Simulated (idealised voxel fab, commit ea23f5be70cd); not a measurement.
You're looking at the process module voxel spacer lines.
Square cells of 5 nm make up the cross-section cut, whose width is 240 nm.
A cross-section in this document is a grid of square cells, and it is written down as bands, the top band listed before the ones below it; a band is made up of one or more rows of cells. Heights first: top, then bottom, in nm. Then materials, left to right, each with a width in nm. "everywhere" on a single material: fills the band edge to edge. "blank": empty space. Heads up on the height convention: 0 is the point under which the incoming wafer is all one material, and the lowest band has no bottom, it just keeps going down, like "from 0 down". A two-number width, for instance "30..40", indicates that the width is equal to the first number in the top row of the band and to the second number in the bottom row, and that it changes by a constant amount per row of cells. It should be understood that the words "identical to before", when stated for a given step, signify that the cross-section underwent no change in any of its cells during that step. "Encapsulated voids": empty spaces of 8 cells or more with no open way to the top, each given as width x height at distance, distance from the left edge, all in nm. On a step's line, text after the settings is the simulator commenting on that step. "overlay nm", when on a step's line for a step with a mask, measures how far to the right of its planned place the mask lay; a negative measure means to the left.

This section lists the process steps that were planned
1. RECEIVE,material Si
2. CONFORMAL_DEP,material Al2O3,thk nm 5
3. DIRECTIONAL_DEP,material SiN,thk nm 15
4. DIRECTIONAL_DEP,material aC,thk nm 30
5. PATTERN,tone cover,mask id MANDREL,material resist,width nm 15,pitch nm 60,thk nm 40,overlay nm 0
6. DIRECTIONAL_ETCH,etch materials aC,depth nm 30
7. STRIP,etch materials resist
8. CONFORMAL_DEP,material SiO2,thk nm 15
9. DIRECTIONAL_ETCH,etch materials SiO2,depth nm 15
10. STRIP,etch materials aC
11. DIRECTIONAL_ETCH,etch materials SiN,depth nm 15
12. STRIP,etch materials SiO2

Of two wafers, the first: run according to plan

As received (post step 1): cross-section
  from 0 down = Si everywhere
  Encapsulated voids: none

Wafer xsec, post step 2
  from 5 to 0 = Al2O3 everywhere
  below 0: unchanged

Wafer xsec, post step 3
  from 20 to 5 = SiN everywhere
  below 5: unchanged

Wafer xsec, post step 4
  from 50 to 20 = aC everywhere
  below 20: unchanged

Wafer xsec, post step 5
  from 90 to 50 = 50 of blank, then 15 of resist, then 45 of blank, then 15 of resist, then 45 of blank, then 15 of resist, then 55 of blank
  below 50: unchanged

Wafer xsec, post step 6
  from 60 to 50 = 50 of blank, then 15 of resist, then 45 of blank, then 15 of resist, then 45 of blank, then 15 of resist, then 55 of blank
  from 50 to 20 = 50 of blank, then 15 of aC, then 45 of blank, then 15 of aC, then 45 of blank, then 15 of aC, then 55 of blank
  below 20: unchanged

Wafer xsec, post step 7
  from 50 to 20 = 50 of blank, then 15 of aC, then 45 of blank, then 15 of aC, then 45 of blank, then 15 of aC, then 55 of blank
  below 20: unchanged

Wafer xsec, post step 8
  from 65 to 50 = 35 of blank, then 45 of SiO2, then 15 of blank, then 45 of SiO2, then 15 of blank, then 45 of SiO2, then 40 of blank
  from 50 to 35 = 35 of blank, then 15 of SiO2, then 15 of aC, then 15 of SiO2, then 15 of blank, then 15 of SiO2, then 15 of aC, then 15 of SiO2, then 15 of blank, then 15 of SiO2, then 15 of aC, then 15 of SiO2, then 40 of blank
  from 35 to 20 = 50 of SiO2, then 15 of aC, then 45 of SiO2, then 15 of aC, then 45 of SiO2, then 15 of aC, then 55 of SiO2
  below 20: unchanged

Wafer xsec, post step 9
  from 50 to 20 = 35 of blank, then 15 of SiO2, then 15 of aC, then 15 of SiO2, then 15 of blank, then 15 of SiO2, then 15 of aC, then 15 of SiO2, then 15 of blank, then 15 of SiO2, then 15 of aC, then 15 of SiO2, then 40 of blank
  below 20: unchanged

Wafer xsec, post step 10
  from 50 to 20 = 35 of blank, then 15 of SiO2, then 15 of blank, then 15 of SiO2, then 15 of blank, then 15 of SiO2, then 15 of blank, then 15 of SiO2, then 15 of blank, then 15 of SiO2, then 15 of blank, then 15 of SiO2, then 40 of blank
  below 20: unchanged

Wafer xsec, post step 11
  from 50 to 20 = 35 of blank, then 15 of SiO2, then 15 of blank, then 15 of SiO2, then 15 of blank, then 15 of SiO2, then 15 of blank, then 15 of SiO2, then 15 of blank, then 15 of SiO2, then 15 of blank, then 15 of SiO2, then 40 of blank
  from 20 to 5 = 35 of blank, then 15 of SiN, then 15 of blank, then 15 of SiN, then 15 of blank, then 15 of SiN, then 15 of blank, then 15 of SiN, then 15 of blank, then 15 of SiN, then 15 of blank, then 15 of SiN, then 40 of blank
  below 5: unchanged

Wafer xsec, post step 12
  from 20 to 5 = 35 of blank, then 15 of SiN, then 15 of blank, then 15 of SiN, then 15 of blank, then 15 of SiN, then 15 of blank, then 15 of SiN, then 15 of blank, then 15 of SiN, then 15 of blank, then 15 of SiN, then 40 of blank
  below 5: unchanged

The second wafer: identical to the first at the outset and in its planned sequence, differing only in that one mistake was made during processing; up to and including step 4, its path is the first wafer's path

Cross-section of the second wafer corresponding to the planned conclusion of step 5
  from 90 to 50 = 40 of blank, then 15 of resist, then 45 of blank, then 15 of resist, then 45 of blank, then 15 of resist, then 65 of blank
  below 50: unchanged

Cross-section of the second wafer corresponding to the planned conclusion of step 6
  from 60 to 50 = 40 of blank, then 15 of resist, then 45 of blank, then 15 of resist, then 45 of blank, then 15 of resist, then 65 of blank
  from 50 to 20 = 40 of blank, then 15 of aC, then 45 of blank, then 15 of aC, then 45 of blank, then 15 of aC, then 65 of blank
  below 20: unchanged

Cross-section of the second wafer corresponding to the planned conclusion of step 7
  from 50 to 20 = 40 of blank, then 15 of aC, then 45 of blank, then 15 of aC, then 45 of blank, then 15 of aC, then 65 of blank
  below 20: unchanged

Cross-section of the second wafer corresponding to the planned conclusion of step 8
  from 65 to 50 = 25 of blank, then 45 of SiO2, then 15 of blank, then 45 of SiO2, then 15 of blank, then 45 of SiO2, then 50 of blank
  from 50 to 35 = 25 of blank, then 15 of SiO2, then 15 of aC, then 15 of SiO2, then 15 of blank, then 15 of SiO2, then 15 of aC, then 15 of SiO2, then 15 of blank, then 15 of SiO2, then 15 of aC, then 15 of SiO2, then 50 of blank
  from 35 to 20 = 40 of SiO2, then 15 of aC, then 45 of SiO2, then 15 of aC, then 45 of SiO2, then 15 of aC, then 65 of SiO2
  below 20: unchanged

Cross-section of the second wafer corresponding to the planned conclusion of step 9
  from 50 to 20 = 25 of blank, then 15 of SiO2, then 15 of aC, then 15 of SiO2, then 15 of blank, then 15 of SiO2, then 15 of aC, then 15 of SiO2, then 15 of blank, then 15 of SiO2, then 15 of aC, then 15 of SiO2, then 50 of blank
  below 20: unchanged

Cross-section of the second wafer corresponding to the planned conclusion of step 10
  from 50 to 20 = 25 of blank, then 15 of SiO2, then 15 of blank, then 15 of SiO2, then 15 of blank, then 15 of SiO2, then 15 of blank, then 15 of SiO2, then 15 of blank, then 15 of SiO2, then 15 of blank, then 15 of SiO2, then 50 of blank
  below 20: unchanged

Cross-section of the second wafer corresponding to the planned conclusion of step 11
  from 50 to 20 = 25 of blank, then 15 of SiO2, then 15 of blank, then 15 of SiO2, then 15 of blank, then 15 of SiO2, then 15 of blank, then 15 of SiO2, then 15 of blank, then 15 of SiO2, then 15 of blank, then 15 of SiO2, then 50 of blank
  from 20 to 5 = 25 of blank, then 15 of SiN, then 15 of blank, then 15 of SiN, then 15 of blank, then 15 of SiN, then 15 of blank, then 15 of SiN, then 15 of blank, then 15 of SiN, then 15 of blank, then 15 of SiN, then 50 of blank
  below 5: unchanged

Cross-section of the second wafer corresponding to the planned conclusion of step 12
  from 20 to 5 = 25 of blank, then 15 of SiN, then 15 of blank, then 15 of SiN, then 15 of blank, then 15 of SiN, then 15 of blank, then 15 of SiN, then 15 of blank, then 15 of SiN, then 15 of blank, then 15 of SiN, then 50 of blank
  below 5: unchanged
Deviation from plan: step 5 changed vs plan, executed as PATTERN,tone cover,mask id MANDREL,material resist,width nm 15,pitch nm 60,thk nm 40,overlay nm -10
In the final comparison it is observed that the number of cells assigned to each material is identical for the two wafers, whereas their placement is not.
